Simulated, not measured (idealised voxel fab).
The process module presented herein is designated voxel wiring stack.
Pictured: cross-section cut, 235 nm wide, on a grid of 5 nm square cells.
When this document writes out a cross-section, it uses a grid of square cells and lists it as bands, beginning at the top and moving down, with a band standing for one or more rows of cells. It is stipulated that each band's entry specify, in nanometres, the height of the top of the band and then that of its bottom, followed by the materials of the band in left-to-right sequence, each together with its width in nanometres. A single material marked by the word "throughout" is understood to fill the band from edge to edge; the word "blank" is understood to denote empty space. Heads up on the height convention: 0 is the point under which the incoming wafer is all one material, and the lowest band has no bottom, it just keeps going down, like "0 down". Note: "30..40" means the width goes from the first number (top row of the band) to the second number (bottom row) in equal steps per row of cells. Key: "no modification" - step with no changed cell in the cross-section. The entry "Closed void listing" lists the empty spaces that cover at least 8 cells and have no open path to the top. Each is written as width x height at distance, where the distance is measured from the left edge and all three values are in nm. What comes after the settings on a step's line is commentary from the simulator itself on that step. Among the settings permitted on a step's line is "overlay nm"; applied to a step with a mask, it specifies the extent to which the mask lay to the right of its planned position, whereas a negative figure signifies a position to the left.

So here's the lineup of process steps we planned:
1. RECEIVE [material Si]
2. CONFORMAL_DEP [material SiO2] [thk nm 15]
3. DIRECTIONAL_DEP [material TiN] [thk nm 5]
4. DIRECTIONAL_DEP [material W] [thk nm 25]
5. DIRECTIONAL_DEP [material aC] [thk nm 15]
6. PATTERN [tone cover] [mask id METAL_1] [material resist] [width nm 25] [pitch nm 45] [thk nm 35] [overlay nm 0]
7. DIRECTIONAL_ETCH [etch materials aC] [depth nm 15]
8. STRIP [etch materials resist]
9. DIRECTIONAL_ETCH [etch materials W] [depth nm 25]
10. DIRECTIONAL_ETCH [etch materials TiN] [depth nm 5]
11. STRIP [etch materials aC]
12. CONFORMAL_DEP [material SiCN] [thk nm 5]
13. FILL_DEP [material lowk] [thk nm 10]
14. CMP [height nm 45]
15. CONFORMAL_DEP [material SiCN] [thk nm 5]
16. DIRECTIONAL_DEP [material SiO2] [thk nm 30]
17. DIRECTIONAL_DEP [material aC] [thk nm 15]
18. PATTERN [tone open] [mask id METAL_2] [material resist] [width nm 25] [pitch nm 45] [thk nm 35] [overlay nm 0]
19. DIRECTIONAL_ETCH [etch materials aC] [depth nm 15]
20. STRIP [etch materials resist]
21. DIRECTIONAL_ETCH [etch materials SiO2] [depth nm 15]
22. STRIP [etch materials aC]
23. MASKED_ETCH [tone open] [mask id METAL_2_HOLES] [width nm 15] [pitch nm 45] [etch materials SiO2] [depth nm 15] [overlay nm 0]
24. MASKED_ETCH [tone open] [mask id METAL_2_HOLES] [width nm 15] [pitch nm 45] [etch materials SiCN] [depth nm 5] [overlay nm 0]
25. CONFORMAL_DEP [material TiN] [thk nm 5]
26. FILL_DEP [material Cu] [thk nm 10]
27. CMP [height nm 80]
28. CONFORMAL_DEP [material SiCN] [thk nm 5]
29. DIRECTIONAL_DEP [material SiO2] [thk nm 25]
30. PATTERN [tone open] [mask id METAL_3] [material resist] [width nm 25] [pitch nm 45] [thk nm 15] [overlay nm 0]
31. DIRECTIONAL_ETCH [etch materials SiO2] [depth nm 15]
32. STRIP [etch materials resist]
33. MASKED_ETCH [tone open] [mask id METAL_3_HOLES] [width nm 15] [pitch nm 90] [etch materials SiO2] [depth nm 10] [overlay nm 0]
34. MASKED_ETCH [tone open] [mask id METAL_3_HOLES] [width nm 15] [pitch nm 90] [etch materials SiCN] [depth nm 5] [overlay nm 0]
35. CONFORMAL_DEP [material TiN] [thk nm 5]
36. FILL_DEP [material Cu] [thk nm 10]
37. CMP [height nm 110]
38. CONFORMAL_DEP [material SiCN] [thk nm 5]

First wafer, two in total, run as planned:

Cross-section of the incoming wafer, state after step 1:
* 0 down | Si throughout
* Closed void listing: none

Sectional view: wafer, after step 2:
* 15 to 0 | SiO2 throughout
* Below a height of 0, the structure has not been altered.

Sectional view: wafer, after step 3:
* 20 to 15 | TiN throughout
* Below a height of 15, the structure has not been altered.

Sectional view: wafer, after step 4:
* 45 to 20 | W throughout
* Below a height of 20, the structure has not been altered.

Sectional view: wafer, after step 5:
* 60 to 45 | aC throughout
* Below a height of 45, the structure has not been altered.

Sectional view: wafer, after step 6:
* 95 to 60 | blank (60) / resist (25) / blank (20) / resist (25) / blank (20) / resist (25) / blank (60)
* Below a height of 60, the structure has not been altered.

Sectional view: wafer, after step 7:
* 80 to 60 | blank (60) / resist (25) / blank (20) / resist (25) / blank (20) / resist (25) / blank (60)
* 60 to 45 | blank (60) / aC (25) / blank (20) / aC (25) / blank (20) / aC (25) / blank (60)
* Below a height of 45, the structure has not been altered.

Sectional view: wafer, after step 8:
* 60 to 45 | blank (60) / aC (25) / blank (20) / aC (25) / blank (20) / aC (25) / blank (60)
* Below a height of 45, the structure has not been altered.

Sectional view: wafer, after step 9:
* 60 to 45 | blank (60) / aC (25) / blank (20) / aC (25) / blank (20) / aC (25) / blank (60)
* 45 to 20 | blank (60) / W (25) / blank (20) / W (25) / blank (20) / W (25) / blank (60)
* Below a height of 20, the structure has not been altered.

Sectional view: wafer, after step 10:
* 60 to 45 | blank (60) / aC (25) / blank (20) / aC (25) / blank (20) / aC (25) / blank (60)
* 45 to 20 | blank (60) / W (25) / blank (20) / W (25) / blank (20) / W (25) / blank (60)
* 20 to 15 | blank (60) / TiN (25) / blank (20) / TiN (25) / blank (20) / TiN (25) / blank (60)
* Below a height of 15, the structure has not been altered.

Sectional view: wafer, after step 11:
* 45 to 20 | blank (60) / W (25) / blank (20) / W (25) / blank (20) / W (25) / blank (60)
* Below a height of 20, the structure has not been altered.

Sectional view: wafer, after step 12:
* 50 to 45 | blank (55) / SiCN (35) / blank (10) / SiCN (35) / blank (10) / SiCN (35) / blank (55)
* 45 to 20 | blank (55) / SiCN (5) / W (25) / SiCN (5) / blank (10) / SiCN (5) / W (25) / SiCN (5) / blank (10) / SiCN (5) / W (25) / SiCN (5) / blank (55)
* 20 to 15 | SiCN (60) / TiN (25) / SiCN (20) / TiN (25) / SiCN (20) / TiN (25) / SiCN (60)
* Below a height of 15, the structure has not been altered.

Sectional view: wafer, after step 13:
* 60 to 50 | lowk throughout
* 50 to 45 | lowk (55) / SiCN (35) / lowk (10) / SiCN (35) / lowk (10) / SiCN (35) / lowk (55)
* 45 to 20 | lowk (55) / SiCN (5) / W (25) / SiCN (5) / lowk (10) / SiCN (5) / W (25) / SiCN (5) / lowk (10) / SiCN (5) / W (25) / SiCN (5) / lowk (55)
* Below a height of 20, the structure has not been altered.

Sectional view: wafer, after step 14:
* 45 to 20 | lowk (55) / SiCN (5) / W (25) / SiCN (5) / lowk (10) / SiCN (5) / W (25) / SiCN (5) / lowk (10) / SiCN (5) / W (25) / SiCN (5) / lowk (55)
* Below a height of 20, the structure has not been altered.

Sectional view: wafer, after step 15:
* 50 to 45 | SiCN throughout
* Below a height of 45, the structure has not been altered.

Sectional view: wafer, after step 16:
* 80 to 50 | SiO2 throughout
* Below a height of 50, the structure has not been altered.

Sectional view: wafer, after step 17:
* 95 to 80 | aC throughout
* Below a height of 80, the structure has not been altered.

Sectional view: wafer, after step 18:
* 130 to 95 | resist (60) / blank (25) / resist (20) / blank (25) / resist (20) / blank (25) / resist (60)
* Below a height of 95, the structure has not been altered.

Sectional view: wafer, after step 19:
* 115 to 95 | resist (60) / blank (25) / resist (20) / blank (25) / resist (20) / blank (25) / resist (60)
* 95 to 80 | aC (60) / blank (25) / aC (20) / blank (25) / aC (20) / blank (25) / aC (60)
* Below a height of 80, the structure has not been altered.

Sectional view: wafer, after step 20:
* 95 to 80 | aC (60) / blank (25) / aC (20) / blank (25) / aC (20) / blank (25) / aC (60)
* Below a height of 80, the structure has not been altered.

Sectional view: wafer, after step 21:
* 95 to 80 | aC (60) / blank (25) / aC (20) / blank (25) / aC (20) / blank (25) / aC (60)
* 80 to 65 | SiO2 (60) / blank (25) / SiO2 (20) / blank (25) / SiO2 (20) / blank (25) / SiO2 (60)
* Below a height of 65, the structure has not been altered.

Sectional view: wafer, after step 22:
* 80 to 65 | SiO2 (60) / blank (25) / SiO2 (20) / blank (25) / SiO2 (20) / blank (25) / SiO2 (60)
* Below a height of 65, the structure has not been altered.

Sectional view: wafer, after step 23:
* 80 to 65 | SiO2 (60) / blank (25) / SiO2 (20) / blank (25) / SiO2 (20) / blank (25) / SiO2 (60)
* 65 to 50 | SiO2 (60) / blank (15) / SiO2 (30) / blank (15) / SiO2 (30) / blank (15) / SiO2 (70)
* Below a height of 50, the structure has not been altered.

Sectional view: wafer, after step 24:
* 80 to 65 | SiO2 (60) / blank (25) / SiO2 (20) / blank (25) / SiO2 (20) / blank (25) / SiO2 (60)
* 65 to 50 | SiO2 (60) / blank (15) / SiO2 (30) / blank (15) / SiO2 (30) / blank (15) / SiO2 (70)
* 50 to 45 | SiCN (60) / blank (15) / SiCN (30) / blank (15) / SiCN (30) / blank (15) / SiCN (70)
* Below a height of 45, the structure has not been altered.

Sectional view: wafer, after step 25:
* 85 to 80 | TiN (65) / blank (15) / TiN (30) / blank (15) / TiN (30) / blank (15) / TiN (65)
* 80 to 70 | SiO2 (60) / TiN (5) / blank (15) / TiN (5) / SiO2 (20) / TiN (5) / blank (15) / TiN (5) / SiO2 (20) / TiN (5) / blank (15) / TiN (5) / SiO2 (60)
* 70 to 65 | SiO2 (60) / TiN (5) / blank (5) / TiN (15) / SiO2 (20) / TiN (5) / blank (5) / TiN (15) / SiO2 (20) / TiN (5) / blank (5) / TiN (15) / SiO2 (60)
* 65 to 50 | SiO2 (60) / TiN (5) / blank (5) / TiN (5) / SiO2 (30) / TiN (5) / blank (5) / TiN (5) / SiO2 (30) / TiN (5) / blank (5) / TiN (5) / SiO2 (70)
* 50 to 45 | SiCN (60) / TiN (15) / SiCN (30) / TiN (15) / SiCN (30) / TiN (15) / SiCN (70)
* Below a height of 45, the structure has not been altered.

Sectional view: wafer, after step 26:
* 95 to 85 | Cu throughout
* 85 to 80 | TiN (65) / Cu (15) / TiN (30) / Cu (15) / TiN (30) / Cu (15) / TiN (65)
* 80 to 70 | SiO2 (60) / TiN (5) / Cu (15) / TiN (5) / SiO2 (20) / TiN (5) / Cu (15) / TiN (5) / SiO2 (20) / TiN (5) / Cu (15) / TiN (5) / SiO2 (60)
* 70 to 65 | SiO2 (60) / TiN (5) / Cu (5) / TiN (15) / SiO2 (20) / TiN (5) / Cu (5) / TiN (15) / SiO2 (20) / TiN (5) / Cu (5) / TiN (15) / SiO2 (60)
* 65 to 50 | SiO2 (60) / TiN (5) / Cu (5) / TiN (5) / SiO2 (30) / TiN (5) / Cu (5) / TiN (5) / SiO2 (30) / TiN (5) / Cu (5) / TiN (5) / SiO2 (70)
* Below a height of 50, the structure has not been altered.

Sectional view: wafer, after step 27:
* 80 to 70 | SiO2 (60) / TiN (5) / Cu (15) / TiN (5) / SiO2 (20) / TiN (5) / Cu (15) / TiN (5) / SiO2 (20) / TiN (5) / Cu (15) / TiN (5) / SiO2 (60)
* Below a height of 70, the structure has not been altered.

Sectional view: wafer, after step 28:
* 85 to 80 | SiCN throughout
* Below a height of 80, the structure has not been altered.

Sectional view: wafer, after step 29:
* 110 to 85 | SiO2 throughout
* Below a height of 85, the structure has not been altered.

Sectional view: wafer, after step 30:
* 125 to 110 | resist (60) / blank (25) / resist (20) / blank (25) / resist (20) / blank (25) / resist (60)
* Below a height of 110, the structure has not been altered.

Sectional view: wafer, after step 31:
* 125 to 110 | resist (60) / blank (25) / resist (20) / blank (25) / resist (20) / blank (25) / resist (60)
* 110 to 95 | SiO2 (60) / blank (25) / SiO2 (20) / blank (25) / SiO2 (20) / blank (25) / SiO2 (60)
* Below a height of 95, the structure has not been altered.

Sectional view: wafer, after step 32:
* 110 to 95 | SiO2 (60) / blank (25) / SiO2 (20) / blank (25) / SiO2 (20) / blank (25) / SiO2 (60)
* Below a height of 95, the structure has not been altered.

Sectional view: wafer, after step 33:
* 110 to 95 | SiO2 (60) / blank (25) / SiO2 (20) / blank (25) / SiO2 (20) / blank (25) / SiO2 (60)
* 95 to 85 | SiO2 (60) / blank (15) / SiO2 (75) / blank (15) / SiO2 (70)
* Below a height of 85, the structure has not been altered.

Sectional view: wafer, after step 34:
* 110 to 95 | SiO2 (60) / blank (25) / SiO2 (20) / blank (25) / SiO2 (20) / blank (25) / SiO2 (60)
* 95 to 85 | SiO2 (60) / blank (15) / SiO2 (75) / blank (15) / SiO2 (70)
* 85 to 80 | SiCN (60) / blank (15) / SiCN (75) / blank (15) / SiCN (70)
* Below a height of 80, the structure has not been altered.

Sectional view: wafer, after step 35:
* 115 to 110 | TiN (65) / blank (15) / TiN (30) / blank (15) / TiN (30) / blank (15) / TiN (65)
* 110 to 100 | SiO2 (60) / TiN (5) / blank (15) / TiN (5) / SiO2 (20) / TiN (5) / blank (15) / TiN (5) / SiO2 (20) / TiN (5) / blank (15) / TiN (5) / SiO2 (60)
* 100 to 95 | SiO2 (60) / TiN (5) / blank (5) / TiN (15) / SiO2 (20) / TiN (25) / SiO2 (20) / TiN (5) / blank (5) / TiN (15) / SiO2 (60)
* 95 to 85 | SiO2 (60) / TiN (5) / blank (5) / TiN (5) / SiO2 (75) / TiN (5) / blank (5) / TiN (5) / SiO2 (70)
* 85 to 80 | SiCN (60) / TiN (15) / SiCN (75) / TiN (15) / SiCN (70)
* Below a height of 80, the structure has not been altered.

Sectional view: wafer, after step 36:
* 125 to 115 | Cu throughout
* 115 to 110 | TiN (65) / Cu (15) / TiN (30) / Cu (15) / TiN (30) / Cu (15) / TiN (65)
* 110 to 100 | SiO2 (60) / TiN (5) / Cu (15) / TiN (5) / SiO2 (20) / TiN (5) / Cu (15) / TiN (5) / SiO2 (20) / TiN (5) / Cu (15) / TiN (5) / SiO2 (60)
* 100 to 95 | SiO2 (60) / TiN (5) / Cu (5) / TiN (15) / SiO2 (20) / TiN (25) / SiO2 (20) / TiN (5) / Cu (5) / TiN (15) / SiO2 (60)
* 95 to 85 | SiO2 (60) / TiN (5) / Cu (5) / TiN (5) / SiO2 (75) / TiN (5) / Cu (5) / TiN (5) / SiO2 (70)
* Below a height of 85, the structure has not been altered.

Sectional view: wafer, after step 37:
* 110 to 100 | SiO2 (60) / TiN (5) / Cu (15) / TiN (5) / SiO2 (20) / TiN (5) / Cu (15) / TiN (5) / SiO2 (20) / TiN (5) / Cu (15) / TiN (5) / SiO2 (60)
* Below a height of 100, the structure has not been altered.

Sectional view: wafer, after step 38:
* 115 to 110 | SiCN throughout
* Below a height of 110, the structure has not been altered.

What follows concerns the second wafer, which started out like the first and was meant to follow the very same plan; one mistake crept in when it was run, but everything up to and including step 5 is the same as for the first wafer:

Cross-sectional representation of the second wafer at the time designated in the plan for the completion of step 6:
* 95 to 60 | blank (65) / resist (25) / blank (20) / resist (25) / blank (20) / resist (25) / blank (55)
* Below a height of 60, the structure has not been altered.

Cross-sectional representation of the second wafer at the time designated in the plan for the completion of step 7:
* 80 to 60 | blank (65) / resist (25) / blank (20) / resist (25) / blank (20) / resist (25) / blank (55)
* 60 to 45 | blank (65) / aC (25) / blank (20) / aC (25) / blank (20) / aC (25) / blank (55)
* Below a height of 45, the structure has not been altered.

Cross-sectional representation of the second wafer at the time designated in the plan for the completion of step 8:
* 60 to 45 | blank (65) / aC (25) / blank (20) / aC (25) / blank (20) / aC (25) / blank (55)
* Below a height of 45, the structure has not been altered.

Cross-sectional representation of the second wafer at the time designated in the plan for the completion of step 9:
* 60 to 45 | blank (65) / aC (25) / blank (20) / aC (25) / blank (20) / aC (25) / blank (55)
* 45 to 20 | blank (65) / W (25) / blank (20) / W (25) / blank (20) / W (25) / blank (55)
* Below a height of 20, the structure has not been altered.

Cross-sectional representation of the second wafer at the time designated in the plan for the completion of step 10:
* 60 to 45 | blank (65) / aC (25) / blank (20) / aC (25) / blank (20) / aC (25) / blank (55)
* 45 to 20 | blank (65) / W (25) / blank (20) / W (25) / blank (20) / W (25) / blank (55)
* 20 to 15 | blank (65) / TiN (25) / blank (20) / TiN (25) / blank (20) / TiN (25) / blank (55)
* Below a height of 15, the structure has not been altered.

Cross-sectional representation of the second wafer at the time designated in the plan for the completion of step 11:
* 45 to 20 | blank (65) / W (25) / blank (20) / W (25) / blank (20) / W (25) / blank (55)
* Below a height of 20, the structure has not been altered.

Cross-sectional representation of the second wafer at the time designated in the plan for the completion of step 12:
* 50 to 45 | blank (60) / SiCN (35) / blank (10) / SiCN (35) / blank (10) / SiCN (35) / blank (50)
* 45 to 20 | blank (60) / SiCN (5) / W (25) / SiCN (5) / blank (10) / SiCN (5) / W (25) / SiCN (5) / blank (10) / SiCN (5) / W (25) / SiCN (5) / blank (50)
* 20 to 15 | SiCN (65) / TiN (25) / SiCN (20) / TiN (25) / SiCN (20) / TiN (25) / SiCN (55)
* Below a height of 15, the structure has not been altered.

Cross-sectional representation of the second wafer at the time designated in the plan for the completion of step 13:
* 60 to 50 | lowk throughout
* 50 to 45 | lowk (60) / SiCN (35) / lowk (10) / SiCN (35) / lowk (10) / SiCN (35) / lowk (50)
* 45 to 20 | lowk (60) / SiCN (5) / W (25) / SiCN (5) / lowk (10) / SiCN (5) / W (25) / SiCN (5) / lowk (10) / SiCN (5) / W (25) / SiCN (5) / lowk (50)
* Below a height of 20, the structure has not been altered.

Cross-sectional representation of the second wafer at the time designated in the plan for the completion of step 14:
* 45 to 20 | lowk (60) / SiCN (5) / W (25) / SiCN (5) / lowk (10) / SiCN (5) / W (25) / SiCN (5) / lowk (10) / SiCN (5) / W (25) / SiCN (5) / lowk (50)
* Below a height of 20, the structure has not been altered.

Cross-sectional representation of the second wafer at the time designated in the plan for the completion of step 15:
* 50 to 45 | SiCN throughout
* Below a height of 45, the structure has not been altered.

Cross-sectional representation of the second wafer at the time designated in the plan for the completion of step 16:
* 80 to 50 | SiO2 throughout
* Below a height of 50, the structure has not been altered.

Cross-sectional representation of the second wafer at the time designated in the plan for the completion of step 17:
* 95 to 80 | aC throughout
* Below a height of 80, the structure has not been altered.

Cross-sectional representation of the second wafer at the time designated in the plan for the completion of step 18:
* 130 to 95 | resist (60) / blank (25) / resist (20) / blank (25) / resist (20) / blank (25) / resist (60)
* Below a height of 95, the structure has not been altered.

Cross-sectional representation of the second wafer at the time designated in the plan for the completion of step 19:
* 115 to 95 | resist (60) / blank (25) / resist (20) / blank (25) / resist (20) / blank (25) / resist (60)
* 95 to 80 | aC (60) / blank (25) / aC (20) / blank (25) / aC (20) / blank (25) / aC (60)
* Below a height of 80, the structure has not been altered.

Cross-sectional representation of the second wafer at the time designated in the plan for the completion of step 20:
* 95 to 80 | aC (60) / blank (25) / aC (20) / blank (25) / aC (20) / blank (25) / aC (60)
* Below a height of 80, the structure has not been altered.

Cross-sectional representation of the second wafer at the time designated in the plan for the completion of step 21:
* 95 to 80 | aC (60) / blank (25) / aC (20) / blank (25) / aC (20) / blank (25) / aC (60)
* 80 to 65 | SiO2 (60) / blank (25) / SiO2 (20) / blank (25) / SiO2 (20) / blank (25) / SiO2 (60)
* Below a height of 65, the structure has not been altered.

Cross-sectional representation of the second wafer at the time designated in the plan for the completion of step 22:
* 80 to 65 | SiO2 (60) / blank (25) / SiO2 (20) / blank (25) / SiO2 (20) / blank (25) / SiO2 (60)
* Below a height of 65, the structure has not been altered.

Cross-sectional representation of the second wafer at the time designated in the plan for the completion of step 23:
* 80 to 65 | SiO2 (60) / blank (25) / SiO2 (20) / blank (25) / SiO2 (20) / blank (25) / SiO2 (60)
* 65 to 50 | SiO2 (60) / blank (15) / SiO2 (30) / blank (15) / SiO2 (30) / blank (15) / SiO2 (70)
* Below a height of 50, the structure has not been altered.

Cross-sectional representation of the second wafer at the time designated in the plan for the completion of step 24:
* 80 to 65 | SiO2 (60) / blank (25) / SiO2 (20) / blank (25) / SiO2 (20) / blank (25) / SiO2 (60)
* 65 to 50 | SiO2 (60) / blank (15) / SiO2 (30) / blank (15) / SiO2 (30) / blank (15) / SiO2 (70)
* 50 to 45 | SiCN (60) / blank (15) / SiCN (30) / blank (15) / SiCN (30) / blank (15) / SiCN (70)
* Below a height of 45, the structure has not been altered.

Cross-sectional representation of the second wafer at the time designated in the plan for the completion of step 25:
* 85 to 80 | TiN (65) / blank (15) / TiN (30) / blank (15) / TiN (30) / blank (15) / TiN (65)
* 80 to 70 | SiO2 (60) / TiN (5) / blank (15) / TiN (5) / SiO2 (20) / TiN (5) / blank (15) / TiN (5) / SiO2 (20) / TiN (5) / blank (15) / TiN (5) / SiO2 (60)
* 70 to 65 | SiO2 (60) / TiN (5) / blank (5) / TiN (15) / SiO2 (20) / TiN (5) / blank (5) / TiN (15) / SiO2 (20) / TiN (5) / blank (5) / TiN (15) / SiO2 (60)
* 65 to 50 | SiO2 (60) / TiN (5) / blank (5) / TiN (5) / SiO2 (30) / TiN (5) / blank (5) / TiN (5) / SiO2 (30) / TiN (5) / blank (5) / TiN (5) / SiO2 (70)
* 50 to 45 | SiCN (60) / TiN (15) / SiCN (30) / TiN (15) / SiCN (30) / TiN (15) / SiCN (70)
* Below a height of 45, the structure has not been altered.

Cross-sectional representation of the second wafer at the time designated in the plan for the completion of step 26:
* 95 to 85 | Cu throughout
* 85 to 80 | TiN (65) / Cu (15) / TiN (30) / Cu (15) / TiN (30) / Cu (15) / TiN (65)
* 80 to 70 | SiO2 (60) / TiN (5) / Cu (15) / TiN (5) / SiO2 (20) / TiN (5) / Cu (15) / TiN (5) / SiO2 (20) / TiN (5) / Cu (15) / TiN (5) / SiO2 (60)
* 70 to 65 | SiO2 (60) / TiN (5) / Cu (5) / TiN (15) / SiO2 (20) / TiN (5) / Cu (5) / TiN (15) / SiO2 (20) / TiN (5) / Cu (5) / TiN (15) / SiO2 (60)
* 65 to 50 | SiO2 (60) / TiN (5) / Cu (5) / TiN (5) / SiO2 (30) / TiN (5) / Cu (5) / TiN (5) / SiO2 (30) / TiN (5) / Cu (5) / TiN (5) / SiO2 (70)
* Below a height of 50, the structure has not been altered.

Cross-sectional representation of the second wafer at the time designated in the plan for the completion of step 27:
* 80 to 70 | SiO2 (60) / TiN (5) / Cu (15) / TiN (5) / SiO2 (20) / TiN (5) / Cu (15) / TiN (5) / SiO2 (20) / TiN (5) / Cu (15) / TiN (5) / SiO2 (60)
* Below a height of 70, the structure has not been altered.

Cross-sectional representation of the second wafer at the time designated in the plan for the completion of step 28:
* 85 to 80 | SiCN throughout
* Below a height of 80, the structure has not been altered.

Cross-sectional representation of the second wafer at the time designated in the plan for the completion of step 29:
* 110 to 85 | SiO2 throughout
* Below a height of 85, the structure has not been altered.

Cross-sectional representation of the second wafer at the time designated in the plan for the completion of step 30:
* 125 to 110 | resist (60) / blank (25) / resist (20) / blank (25) / resist (20) / blank (25) / resist (60)
* Below a height of 110, the structure has not been altered.

Cross-sectional representation of the second wafer at the time designated in the plan for the completion of step 31:
* 125 to 110 | resist (60) / blank (25) / resist (20) / blank (25) / resist (20) / blank (25) / resist (60)
* 110 to 95 | SiO2 (60) / blank (25) / SiO2 (20) / blank (25) / SiO2 (20) / blank (25) / SiO2 (60)
* Below a height of 95, the structure has not been altered.

Cross-sectional representation of the second wafer at the time designated in the plan for the completion of step 32:
* 110 to 95 | SiO2 (60) / blank (25) / SiO2 (20) / blank (25) / SiO2 (20) / blank (25) / SiO2 (60)
* Below a height of 95, the structure has not been altered.

Cross-sectional representation of the second wafer at the time designated in the plan for the completion of step 33:
* 110 to 95 | SiO2 (60) / blank (25) / SiO2 (20) / blank (25) / SiO2 (20) / blank (25) / SiO2 (60)
* 95 to 85 | SiO2 (60) / blank (15) / SiO2 (75) / blank (15) / SiO2 (70)
* Below a height of 85, the structure has not been altered.

Cross-sectional representation of the second wafer at the time designated in the plan for the completion of step 34:
* 110 to 95 | SiO2 (60) / blank (25) / SiO2 (20) / blank (25) / SiO2 (20) / blank (25) / SiO2 (60)
* 95 to 85 | SiO2 (60) / blank (15) / SiO2 (75) / blank (15) / SiO2 (70)
* 85 to 80 | SiCN (60) / blank (15) / SiCN (75) / blank (15) / SiCN (70)
* Below a height of 80, the structure has not been altered.

Cross-sectional representation of the second wafer at the time designated in the plan for the completion of step 35:
* 115 to 110 | TiN (65) / blank (15) / TiN (30) / blank (15) / TiN (30) / blank (15) / TiN (65)
* 110 to 100 | SiO2 (60) / TiN (5) / blank (15) / TiN (5) / SiO2 (20) / TiN (5) / blank (15) / TiN (5) / SiO2 (20) / TiN (5) / blank (15) / TiN (5) / SiO2 (60)
* 100 to 95 | SiO2 (60) / TiN (5) / blank (5) / TiN (15) / SiO2 (20) / TiN (25) / SiO2 (20) / TiN (5) / blank (5) / TiN (15) / SiO2 (60)
* 95 to 85 | SiO2 (60) / TiN (5) / blank (5) / TiN (5) / SiO2 (75) / TiN (5) / blank (5) / TiN (5) / SiO2 (70)
* 85 to 80 | SiCN (60) / TiN (15) / SiCN (75) / TiN (15) / SiCN (70)
* Below a height of 80, the structure has not been altered.

Cross-sectional representation of the second wafer at the time designated in the plan for the completion of step 36:
* 125 to 115 | Cu throughout
* 115 to 110 | TiN (65) / Cu (15) / TiN (30) / Cu (15) / TiN (30) / Cu (15) / TiN (65)
* 110 to 100 | SiO2 (60) / TiN (5) / Cu (15) / TiN (5) / SiO2 (20) / TiN (5) / Cu (15) / TiN (5) / SiO2 (20) / TiN (5) / Cu (15) / TiN (5) / SiO2 (60)
* 100 to 95 | SiO2 (60) / TiN (5) / Cu (5) / TiN (15) / SiO2 (20) / TiN (25) / SiO2 (20) / TiN (5) / Cu (5) / TiN (15) / SiO2 (60)
* 95 to 85 | SiO2 (60) / TiN (5) / Cu (5) / TiN (5) / SiO2 (75) / TiN (5) / Cu (5) / TiN (5) / SiO2 (70)
* Below a height of 85, the structure has not been altered.

Cross-sectional representation of the second wafer at the time designated in the plan for the completion of step 37:
* 110 to 100 | SiO2 (60) / TiN (5) / Cu (15) / TiN (5) / SiO2 (20) / TiN (5) / Cu (15) / TiN (5) / SiO2 (20) / TiN (5) / Cu (15) / TiN (5) / SiO2 (60)
* Below a height of 100, the structure has not been altered.

Cross-sectional representation of the second wafer at the time designated in the plan for the completion of step 38:
* 115 to 110 | SiCN throughout
* Below a height of 110, the structure has not been altered.
what went wrong: so step 6 ended up running with a different setting than we planned, it ran as PATTERN [tone cover] [mask id METAL_1] [material resist] [width nm 25] [pitch nm 45] [thk nm 35] [overlay nm 5]
at the end the second wafer has, in cells: as many of each material as the first, in other places
